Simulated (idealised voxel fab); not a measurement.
Documented hereafter: the process module known as voxel gate over fins.
Each square cell in cross-section cut measures 5 nm, and the section as a whole is 205 nm wide.
Reading order for cross-sections: top band down to bottom band. Underlying form: a grid of square cells. Band size: one or more rows of cells.
Heads up on the band format: heights come first, top then bottom, in nm. After that it's the materials left to right, each with its width in nm. A single material flagged "edge to edge" fills the whole band edge to edge, and "empty" means there's empty space there.
A quick word on heights: they are counted from 0, and under that level the wafer as it came to us is one material throughout. The lowest band is different from the rest in having no bottom; it simply continues downward, written as in "top 0, no bottom".
The width entry "30->40" should be interpreted row by row: the top row of cells in the band takes the first number, the bottom row takes the second number, and the change between adjacent rows is uniform throughout.
Key: "nothing got changed" - step with no changed cell in the cross-section.
This entry, "Sealed internal voids", enumerates those empty regions of no fewer than 8 cells that possess no open connection to the top. Each region is reported in the form width x height at distance, the distance being taken from the left edge, with all three quantities expressed in nm.
Step line, after settings: the simulator's comment on this step.
"overlay nm", when on a step's line for a step with a mask, measures how far to the right of its planned place the mask lay; a negative measure means to the left.
The planned process steps are enumerated hereunder
step 1: op RECEIVE | material Si
step 2: op CONFORMAL_DEP | material SiN | thk nm 5
step 3: op DIRECTIONAL_DEP | material aC | thk nm 15
step 4: op PATTERN | tone cover | mask id FINS | material resist | width nm 15 | pitch nm 40 | thk nm 30 | overlay nm 0
step 5: op DIRECTIONAL_ETCH | etch materials aC | depth nm 15
step 6: op STRIP | etch materials resist
step 7: op DIRECTIONAL_ETCH | etch materials SiN | depth nm 5
step 8: op DIRECTIONAL_ETCH | etch materials Si | depth nm 30
step 9: op STRIP | etch materials aC
step 10: op FILL_DEP | material SiO2 | thk nm 10
step 11: op CMP | height nm 5
step 12: op SELECTIVE_ETCH | etch materials SiO2 | depth nm 20
step 13: op STRIP | etch materials SiN
step 14: op CONFORMAL_DEP | material HfO2 | thk nm 5
step 15: op CONFORMAL_DEP | material TiN | thk nm 5
step 16: op CONFORMAL_DEP | material TiAl | thk nm 5
step 17: op CONFORMAL_DEP | material TiN | thk nm 5
step 18: op FILL_DEP | material W | thk nm 10
step 19: op CMP | height nm 25
step 20: op CONFORMAL_DEP | material SiCN | thk nm 5
Variable across wafers: step 16 thk nm (plan value is that of the first wafer; starting state common to all).
Cross-section of the first of several wafers on receipt, reflecting completion of step 1
  top 0, no bottom  Si edge to edge
  Sealed internal voids: none
First of several wafers, sectioned at end of module (last step: step 20)
  top 30, bottom 25  SiCN edge to edge
  top 25, bottom 20  W edge to edge
  top 20, bottom 15  W 15 nm, TiN 175 nm, W 15 nm
  top 15, bottom 10  W 15 nm, TiN 5 nm, TiAl 165 nm, TiN 5 nm, W 15 nm
  top 10, bottom 5  W 15 nm, TiN 5 nm, TiAl 5 nm, TiN 35 nm, TiAl 5 nm, TiN 35 nm, TiAl 5 nm, TiN 35 nm, TiAl 5 nm, TiN 35 nm, TiAl 5 nm, TiN 5 nm, W 15 nm
  top 5, bottom 0  TiN 20 nm, TiAl 5 nm, TiN 5 nm, HfO2 25 nm, TiN 5 nm, TiAl 5 nm, TiN 5 nm, HfO2 25 nm, TiN 5 nm, TiAl 5 nm, TiN 5 nm, HfO2 25 nm, TiN 5 nm, TiAl 5 nm, TiN 5 nm, HfO2 25 nm, TiN 5 nm, TiAl 5 nm, TiN 20 nm
  top 0, bottom -5  TiAl 25 nm, TiN 5 nm, HfO2 5 nm, Si 15 nm, HfO2 5 nm, TiN 5 nm, TiAl 5 nm, TiN 5 nm, HfO2 5 nm, Si 15 nm, HfO2 5 nm, TiN 5 nm, TiAl 5 nm, TiN 5 nm, HfO2 5 nm, Si 15 nm, HfO2 5 nm, TiN 5 nm, TiAl 5 nm, TiN 5 nm, HfO2 5 nm, Si 15 nm, HfO2 5 nm, TiN 5 nm, TiAl 25 nm
  top -5, bottom -10  TiN 30 nm, HfO2 5 nm, Si 15 nm, HfO2 5 nm, TiN 15 nm, HfO2 5 nm, Si 15 nm, HfO2 5 nm, TiN 15 nm, HfO2 5 nm, Si 15 nm, HfO2 5 nm, TiN 15 nm, HfO2 5 nm, Si 15 nm, HfO2 5 nm, TiN 30 nm
  top -10, bottom -15  HfO2 35 nm, Si 15 nm, HfO2 25 nm, Si 15 nm, HfO2 25 nm, Si 15 nm, HfO2 25 nm, Si 15 nm, HfO2 35 nm
  top -15, bottom -30  SiO2 35 nm, Si 15 nm, SiO2 25 nm, Si 15 nm, SiO2 25 nm, Si 15 nm, SiO2 25 nm, Si 15 nm, SiO2 35 nm
  top -30, no bottom  Si edge to edge
  Sealed internal voids: none
Cross-section at module completion, last wafer
  top 30, bottom 25  SiCN edge to edge
  top 25, bottom 15  TiN 5 nm, TiAl 195 nm, TiN 5 nm
  top 15, bottom 10  TiAl edge to edge
  top 10, bottom 5  TiAl 25 nm, TiN 35 nm, TiAl 5 nm, TiN 35 nm, TiAl 5 nm, TiN 35 nm, TiAl 5 nm, TiN 35 nm, TiAl 25 nm
  top 5, bottom 0  TiAl 25 nm, TiN 5 nm, HfO2 25 nm, TiN 5 nm, TiAl 5 nm, TiN 5 nm, HfO2 25 nm, TiN 5 nm, TiAl 5 nm, TiN 5 nm, HfO2 25 nm, TiN 5 nm, TiAl 5 nm, TiN 5 nm, HfO2 25 nm, TiN 5 nm, TiAl 25 nm
  top 0, bottom -5  TiAl 25 nm, TiN 5 nm, HfO2 5 nm, Si 15 nm, HfO2 5 nm, TiN 5 nm, TiAl 5 nm, TiN 5 nm, HfO2 5 nm, Si 15 nm, HfO2 5 nm, TiN 5 nm, TiAl 5 nm, TiN 5 nm, HfO2 5 nm, Si 15 nm, HfO2 5 nm, TiN 5 nm, TiAl 5 nm, TiN 5 nm, HfO2 5 nm, Si 15 nm, HfO2 5 nm, TiN 5 nm, TiAl 25 nm
  top -5, bottom -10  TiN 30 nm, HfO2 5 nm, Si 15 nm, HfO2 5 nm, TiN 15 nm, HfO2 5 nm, Si 15 nm, HfO2 5 nm, TiN 15 nm, HfO2 5 nm, Si 15 nm, HfO2 5 nm, TiN 15 nm, HfO2 5 nm, Si 15 nm, HfO2 5 nm, TiN 30 nm
  top -10, bottom -15  HfO2 35 nm, Si 15 nm, HfO2 25 nm, Si 15 nm, HfO2 25 nm, Si 15 nm, HfO2 25 nm, Si 15 nm, HfO2 35 nm
  top -15, bottom -30  SiO2 35 nm, Si 15 nm, SiO2 25 nm, Si 15 nm, SiO2 25 nm, Si 15 nm, SiO2 25 nm, Si 15 nm, SiO2 35 nm
  top -30, no bottom  Si edge to edge
  Sealed internal voids: none
Per-wafer rows below. For each material: cells gained (+) or lost (-) since the wafer was received, as of end of module. Then: closed voids
thk nm 5; +65 HfO2; -174 Si; +41 SiCN; +87 SiO2; +56 TiAl; +112 TiN; +59 W; Sealed internal voids: none
thk nm 10; +65 HfO2; -174 Si; +41 SiCN; +87 SiO2; +103 TiAl; +112 TiN; +12 W; Sealed internal voids: none
thk nm 15; +65 HfO2; -174 Si; +41 SiCN; +87 SiO2; +150 TiAl; +73 TiN; +4 W; Sealed internal voids: none
thk nm 20; +65 HfO2; -174 Si; +41 SiCN; +87 SiO2; +158 TiAl; +69 TiN; Sealed internal voids: none
